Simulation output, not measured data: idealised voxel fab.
process module | voxel double patterning
cross-section cut | 265 nm wide | cells 5 nm
A cross-section is a grid of square cells, given in bands from the top down. A band is one or more rows of cells.
Each band's line starts with the height of the band's top and of its bottom, in nm. Then come its materials from left to right, each with its width in nm. One material with "throughout" fills the band from edge to edge. "air" is empty space.
Height 0 is the level under which the wafer as received is all one material. The lowest band goes on downwards, as in "0 down".
A width such as "30 to 40" changes by the same amount from each row of cells to the next, from the band's top row to its bottom row.
"no change" after a step means that no cell of the cross-section changed.
closed voids: empty space of 8 cells or more with no open way to the top, each as width x height at its distance from the left edge, in nm
after a step's settings: what the simulator itself notes on the step
overlay nm, on a step with a mask: how far to the right of its planned place the mask lay; to the left if negative
plan
1 op RECEIVE | material Si
2 op CONFORMAL_DEP | material SiO2 | thk nm 10
3 op DIRECTIONAL_DEP | material polySi | thk nm 10
4 op DIRECTIONAL_DEP | material SiCN | thk nm 5
5 op DIRECTIONAL_DEP | material aC | thk nm 15
6 op PATTERN | tone open | mask id FIRST | material resist | width nm 15 | pitch nm 50 | thk nm 30 | overlay nm 0
7 op DIRECTIONAL_ETCH | etch materials aC | depth nm 15
8 op STRIP | etch materials resist
9 op DIRECTIONAL_ETCH | etch materials SiCN | depth nm 5
10 op STRIP | etch materials aC
11 op PATTERN | tone open | mask id SECOND | material resist | width nm 15 | thk nm 15 | overlay nm 0
12 op DIRECTIONAL_ETCH | etch materials SiCN | depth nm 5
13 op STRIP | etch materials resist
14 op DIRECTIONAL_ETCH | etch materials polySi | depth nm 10
15 op STRIP | etch materials SiCN
as received, after step 1
  0 down: Si throughout
  closed voids: none
first wafer at the end, as planned
  20 to 10: polySi 100 | air 15 | polySi 10 | air 15 | polySi 10 | air 15 | polySi 100
  10 to 0: SiO2 throughout
  0 down: Si throughout
  closed voids: none
second wafer at the end: like start, like plan, one mistake
  40 to 25: SiO2 throughout
  25 to 20: SiCN throughout
  20 to 10: polySi throughout
  10 to 0: SiO2 throughout
  0 down: Si throughout
  closed voids: none
what went wrong: step 5 ran as: op DIRECTIONAL_DEP | material SiO2 | thk nm 15
at the end the second wafer has, in cells: 53 more of SiCN | 159 more of SiO2 | 18 more of polySi
